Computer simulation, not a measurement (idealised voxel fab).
Documented hereafter: the process module known as voxel transistor to metal.
We display cut, a cross-section 265 nm in width whose square cells are each 5 nm.
If you're reading a cross-section in this doc, picture square cells in a grid; it comes to you as bands, top ones listed first down to the bottom, and a band can be one or more rows of cells. What a band's entry tells you: where the top is and where the bottom is, as heights in nm, and after that what lies inside, material by material from left to right, each with its width in nm. Empty space is written as the word "empty", and a single material marked with the word "everywhere" occupies the band from edge to edge. The level at which height equals 0 is the one under which the wafer, as it arrives, is entirely one material. No lower edge exists for the bottom band, which continues downward and is notated as in "z 0 and below". The notation "30 to 40" denotes a width that varies across the rows of cells in the band, beginning at the first number in the top row, finishing at the second number in the bottom row, and changing by an identical amount from each row to the next. Given "no modification" for a step, no cell of the cross-section differs between before and after that step. Enclosed voids (no open way to top), threshold 8 cells or more, entry "Closed cavities", notation width x height at distance, distance from left edge, nm. after a step's settings: what the simulator itself notes on the step. If you see "overlay nm" on a step's line and that step has a mask, it's telling you how far right of where it was planned the mask ended up; a negative number means it went left instead.

[Process steps (planned)]
| 1 | RECEIVE: material Si |
| 2 | OXIDIZE: depth nm 5 |
| 3 | CONFORMAL_DEP: material SiN, thk nm 10 |
| 4 | PATTERN: tone cover, mask id ACTIVE, material resist, width nm 100, pitch nm 125, thk nm 20, overlay nm 0 |
| 5 | DIRECTIONAL_ETCH: etch materials SiN, depth nm 10 |
| 6 | DIRECTIONAL_ETCH: etch materials SiO2, depth nm 5 |
| 7 | DIRECTIONAL_ETCH: etch materials Si, depth nm 20 |
| 8 | STRIP: etch materials resist |
| 9 | OXIDIZE: depth nm 5 |
| 10 | FILL_DEP: material SiO2, thk nm 10 |
| 11 | CMP: height nm 10 |
| 12 | SELECTIVE_ETCH: etch materials SiO2, depth nm 10 |
| 13 | STRIP: etch materials SiN |
| 14 | SELECTIVE_ETCH: etch materials SiO2, depth nm 5 |
| 15 | OXIDIZE: depth nm 5 |
| 16 | DIRECTIONAL_DEP: material polySi, thk nm 30 |
| 17 | DIRECTIONAL_DEP: material SiCN, thk nm 10 |
| 18 | MASKED_ETCH: tone cover, mask id GATE, width nm 20, pitch nm 125, etch materials SiCN, depth nm 20, overlay nm 0 |
| 19 | MASKED_ETCH: tone cover, mask id GATE, width nm 20, pitch nm 125, etch materials polySi, depth nm 40, overlay nm 0 |
| 20 | CONFORMAL_DEP: material SiN, thk nm 5 |
| 21 | DIRECTIONAL_ETCH: etch materials SiN, depth nm 5 |
| 22 | DIRECTIONAL_ETCH: etch materials SiO2, depth nm 5 |
| 23 | EPI: material nSi, thk nm 5 |
| 24 | FILL_DEP: material SiO2, thk nm 5 |
| 25 | CMP: height nm 35 |
| 26 | DIRECTIONAL_DEP: material SiO2, thk nm 15 |
| 27 | MASKED_ETCH: tone open, mask id CONTACT, width nm 15, etch materials SiO2, depth nm 55, overlay nm 0 |
| 28 | CONFORMAL_DEP: material TiN, thk nm 5 |
| 29 | FILL_DEP: material W, thk nm 10 |
| 30 | CMP: height nm 50 |
| 31 | CONFORMAL_DEP: material SiN, thk nm 5 |
| 32 | DIRECTIONAL_DEP: material lowk, thk nm 15 |
| 33 | PATTERN: tone open, mask id METAL_1, material resist, width nm 15, thk nm 15, overlay nm 0 |
| 34 | DIRECTIONAL_ETCH: etch materials lowk, depth nm 15 |
| 35 | DIRECTIONAL_ETCH: etch materials SiN, depth nm 5 |
| 36 | STRIP: etch materials resist |
| 37 | CONFORMAL_DEP: material TiN, thk nm 5 |
| 38 | FILL_DEP: material Ru, thk nm 10 |
| 39 | CMP: height nm 70 |
| 40 | EPI: material Ru, thk nm 5 |
| 41 | FILL_DEP: material SiCN, thk nm 5 |
| 42 | DIRECTIONAL_DEP: material lowk, thk nm 35 |
| 43 | DIRECTIONAL_DEP: material aC, thk nm 15 |
| 44 | PATTERN: tone open, mask id METAL_2, material resist, width nm 15, pitch nm 125, thk nm 30, overlay nm 0 |
| 45 | DIRECTIONAL_ETCH: etch materials aC, depth nm 15 |
| 46 | STRIP: etch materials resist |
| 47 | DIRECTIONAL_ETCH: etch materials lowk, depth nm 20 |
| 48 | STRIP: etch materials aC |
| 49 | PATTERN: tone open, mask id METAL_2_HOLES, material resist, width nm 15, pitch nm 125, thk nm 15, overlay nm 0 |
| 50 | DIRECTIONAL_ETCH: etch materials lowk, depth nm 15 |
| 51 | DIRECTIONAL_ETCH: etch materials SiCN, depth nm 5 |
| 52 | STRIP: etch materials resist |
| 53 | CONFORMAL_DEP: material TiN, thk nm 5 |
| 54 | FILL_DEP: material Ru, thk nm 5 |
| 55 | CMP: height nm 115 |
| 56 | CONFORMAL_DEP: material SiN, thk nm 5 |

[As-received state of the wafer in cross-section, equivalent to post-step 1]
* z 0 and below | Si everywhere
* Closed cavities: none

[Cross-sectional image of the first of two wafers at the end of the module, the run having proceeded as planned]
* z 120 to 115 | SiN everywhere
* z 115 to 80 | lowk: 30, TiN: 5, Ru: 5, TiN: 5, lowk: 110, TiN: 5, Ru: 5, TiN: 5, lowk: 95
* z 80 to 75 | SiCN: 30, TiN: 15, SiCN: 110, TiN: 15, SiCN: 95
* z 75 to 70 | SiCN: 25, Ru: 25, SiCN: 40, Ru: 25, SiCN: 35, Ru: 25, SiCN: 40, Ru: 25, SiCN: 25
* z 70 to 55 | lowk: 30, TiN: 5, Ru: 5, TiN: 5, lowk: 50, TiN: 5, Ru: 5, TiN: 5, lowk: 45, TiN: 5, Ru: 5, TiN: 5, lowk: 50, TiN: 5, Ru: 5, TiN: 5, lowk: 30
* z 55 to 50 | SiN: 30, TiN: 15, SiN: 50, TiN: 15, SiN: 45, TiN: 15, SiN: 50, TiN: 15, SiN: 30
* z 50 to 35 | SiO2: 30, TiN: 5, W: 5, TiN: 5, SiO2: 50, TiN: 5, W: 5, TiN: 5, SiO2: 45, TiN: 5, W: 5, TiN: 5, SiO2: 50, TiN: 5, W: 5, TiN: 5, SiO2: 30
* z 35 to 25 | SiO2: 30, TiN: 5, W: 5, TiN: 5, SiO2: 10, SiN: 5, SiCN: 20, SiN: 5, SiO2: 10, TiN: 5, W: 5, TiN: 5, SiO2: 45, TiN: 5, W: 5, TiN: 5, SiO2: 10, SiN: 5, SiCN: 20, SiN: 5, SiO2: 10, TiN: 5, W: 5, TiN: 5, SiO2: 30
* z 25 to 0 | SiO2: 30, TiN: 5, W: 5, TiN: 5, SiO2: 10, SiN: 5, polySi: 20, SiN: 5, SiO2: 10, TiN: 5, W: 5, TiN: 5, SiO2: 45, TiN: 5, W: 5, TiN: 5, SiO2: 10, SiN: 5, polySi: 20, SiN: 5, SiO2: 10, TiN: 5, W: 5, TiN: 5, SiO2: 30
* z 0 to -5 | SiO2: 30, TiN: 15, SiO2: 10, SiN: 5, polySi: 20, SiN: 5, SiO2: 10, TiN: 15, SiO2: 45, TiN: 15, SiO2: 10, SiN: 5, polySi: 20, SiN: 5, SiO2: 10, TiN: 15, SiO2: 30
* z -5 to -10 | SiO2: 20, nSi: 35, SiO2: 30, nSi: 35, SiO2: 25, nSi: 35, SiO2: 30, nSi: 35, SiO2: 20
* z -10 to -30 | SiO2: 25, Si: 90, SiO2: 35, Si: 90, SiO2: 25
* z -30 and below | Si everywhere
* Closed cavities: none

[Wafer two (of two), end-of-module cross-section: start = wafer one, plan = wafer one, one run mistake]
* z 120 to 115 | SiN everywhere
* z 115 to 80 | lowk: 30, TiN: 5, Ru: 5, TiN: 5, lowk: 110, TiN: 5, Ru: 5, TiN: 5, lowk: 95
* z 80 to 75 | SiCN: 30, TiN: 15, SiCN: 110, TiN: 15, SiCN: 95
* z 75 to 70 | SiCN: 25, Ru: 25, SiCN: 40, Ru: 25, SiCN: 35, Ru: 25, SiCN: 40, Ru: 25, SiCN: 25
* z 70 to 55 | lowk: 30, TiN: 5, Ru: 5, TiN: 5, lowk: 50, TiN: 5, Ru: 5, TiN: 5, lowk: 45, TiN: 5, Ru: 5, TiN: 5, lowk: 50, TiN: 5, Ru: 5, TiN: 5, lowk: 30
* z 55 to 50 | SiN: 30, TiN: 15, SiN: 50, TiN: 15, SiN: 45, TiN: 15, SiN: 50, TiN: 15, SiN: 30
* z 50 to 35 | SiO2: 20, TiN: 5, W: 5, TiN: 5, SiO2: 50, TiN: 5, W: 5, TiN: 5, SiO2: 45, TiN: 5, W: 5, TiN: 5, SiO2: 50, TiN: 5, W: 5, TiN: 5, SiO2: 40
* z 35 to 25 | SiO2: 20, TiN: 5, W: 5, TiN: 5, SiO2: 20, SiN: 5, SiCN: 20, SiN: 5, TiN: 5, W: 5, TiN: 5, SiO2: 45, TiN: 5, W: 5, TiN: 5, SiO2: 20, SiN: 5, SiCN: 20, SiN: 5, TiN: 5, W: 5, TiN: 5, SiO2: 40
* z 25 to 0 | SiO2: 20, TiN: 5, W: 5, TiN: 5, SiO2: 20, SiN: 5, polySi: 20, SiN: 5, TiN: 5, W: 5, TiN: 5, SiO2: 45, TiN: 5, W: 5, TiN: 5, SiO2: 20, SiN: 5, polySi: 20, SiN: 5, TiN: 5, W: 5, TiN: 5, SiO2: 40
* z 0 to -5 | SiO2: 20, TiN: 15, SiO2: 20, SiN: 5, polySi: 20, SiN: 5, TiN: 15, SiO2: 45, TiN: 15, SiO2: 20, SiN: 5, polySi: 20, SiN: 5, TiN: 15, SiO2: 40
* z -5 to -10 | SiO2: 20, nSi: 35, SiO2: 30, nSi: 35, SiO2: 25, nSi: 35, SiO2: 30, nSi: 35, SiO2: 20
* z -10 to -30 | SiO2: 25, Si: 90, SiO2: 35, Si: 90, SiO2: 25
* z -30 and below | Si everywhere
* Closed cavities: none
It is concluded that the wafer was processed incorrectly with respect to the plan, in that the process deviated at step 27: the operation and settings actually run there were MASKED_ETCH: tone open, mask id CONTACT, width nm 15, etch materials SiO2, depth nm 55, overlay nm -10
Final wafers compared: equal cell tally per material, rearranged layout.
